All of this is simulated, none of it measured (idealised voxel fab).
process module | voxel air gaps
cross-section cut | 210 nm wide | cells 5 nm
A cross-section is a grid of square cells, given in bands from the top down. A band is one or more rows of cells.
Each band's line starts with the height of the band's top and of its bottom, in nm. Then come its materials from left to right, each with its width in nm. One material with "throughout" fills the band from edge to edge. "air" is empty space.
Height 0 is the level under which the wafer as received is all one material. The lowest band goes on downwards, as in "0 down".
A width such as "30 to 40" changes by the same amount from each row of cells to the next, from the band's top row to its bottom row.
"no change" after a step means that no cell of the cross-section changed.
closed voids: empty space of 8 cells or more with no open way to the top, each as width x height at its distance from the left edge, in nm
after a step's settings: what the simulator itself notes on the step
overlay nm, on a step with a mask: how far to the right of its planned place the mask lay; to the left if negative
plan
1 op RECEIVE | material Si
2 op CONFORMAL_DEP | material SiO2 | thk nm 10
3 op CONFORMAL_DEP | material SiN | thk nm 5
4 op DIRECTIONAL_DEP | material SiO2 | thk nm 30
5 op PATTERN | tone open | mask id LINES | material resist | width nm 20 | pitch nm 45 | thk nm 20 | overlay nm 0
6 op DIRECTIONAL_ETCH | etch materials SiO2 | depth nm 30
7 op STRIP | etch materials resist
8 op CONFORMAL_DEP | material TiN | thk nm 5
9 op FILL_DEP | material Cu | thk nm 10
10 op CMP | height nm 45
11 op EPI | material Ru | thk nm 10
12 op SELECTIVE_ETCH | etch materials SiO2 | depth nm 40
13 op CONFORMAL_DEP | material SiCN | thk nm 5
as received, after step 1
  0 down: Si throughout
  closed voids: none
first wafer at the end, as planned
  60 to 55: air 10 | SiCN 185 | air 15
  55 to 45: air 10 | SiCN 5 | Ru 40 | SiCN 5 | Ru 40 | SiCN 5 | Ru 40 | SiCN 5 | Ru 40 | SiCN 5 | air 15
  45 to 40: air 10 | SiCN 15 | TiN 5 | Cu 10 | TiN 5 | SiCN 25 | TiN 5 | Cu 10 | TiN 5 | SiCN 25 | TiN 5 | Cu 10 | TiN 5 | SiCN 25 | TiN 5 | Cu 10 | TiN 5 | SiCN 15 | air 15
  40 to 20: air 20 | SiCN 5 | TiN 5 | Cu 10 | TiN 5 | SiCN 5 | air 15 | SiCN 5 | TiN 5 | Cu 10 | TiN 5 | SiCN 5 | air 15 | SiCN 5 | TiN 5 | Cu 10 | TiN 5 | SiCN 5 | air 15 | SiCN 5 | TiN 5 | Cu 10 | TiN 5 | SiCN 5 | air 25
  20 to 15: SiCN 25 | TiN 20 | SiCN 25 | TiN 20 | SiCN 25 | TiN 20 | SiCN 25 | TiN 20 | SiCN 30
  15 to 10: SiN throughout
  10 to 0: SiO2 throughout
  0 down: Si throughout
  closed voids: 15 x 20 at 50; 15 x 20 at 95; 15 x 20 at 140
second wafer at the end: like start, like plan, one mistake
  55 to 50: air 15 | SiCN 40 | air 5 | SiCN 40 | air 5 | SiCN 40 | air 5 | SiCN 40 | air 20
  50 to 45: air 15 | SiCN 5 | Ru 30 | SiCN 5 | air 5 | SiCN 5 | Ru 30 | SiCN 5 | air 5 | SiCN 5 | Ru 30 | SiCN 5 | air 5 | SiCN 5 | Ru 30 | SiCN 5 | air 20
  45 to 40: air 15 | SiCN 10 | TiN 5 | Cu 10 | TiN 5 | SiCN 10 | air 5 | SiCN 10 | TiN 5 | Cu 10 | TiN 5 | SiCN 10 | air 5 | SiCN 10 | TiN 5 | Cu 10 | TiN 5 | SiCN 10 | air 5 | SiCN 10 | TiN 5 | Cu 10 | TiN 5 | SiCN 10 | air 20
  40 to 20: air 20 | SiCN 5 | TiN 5 | Cu 10 | TiN 5 | SiCN 5 | air 15 | SiCN 5 | TiN 5 | Cu 10 | TiN 5 | SiCN 5 | air 15 | SiCN 5 | TiN 5 | Cu 10 | TiN 5 | SiCN 5 | air 15 | SiCN 5 | TiN 5 | Cu 10 | TiN 5 | SiCN 5 | air 25
  20 to 15: SiCN 25 | TiN 20 | SiCN 25 | TiN 20 | SiCN 25 | TiN 20 | SiCN 25 | TiN 20 | SiCN 30
  15 to 10: SiN throughout
  10 to 0: SiO2 throughout
  0 down: Si throughout
  closed voids: none
what went wrong: step 11 ran as: op EPI | material Ru | thk nm 5
at the end the second wafer has, in cells: 40 fewer of Ru | 12 fewer of SiCN
closed voids at the end (first wafer, second wafer): 3, 0
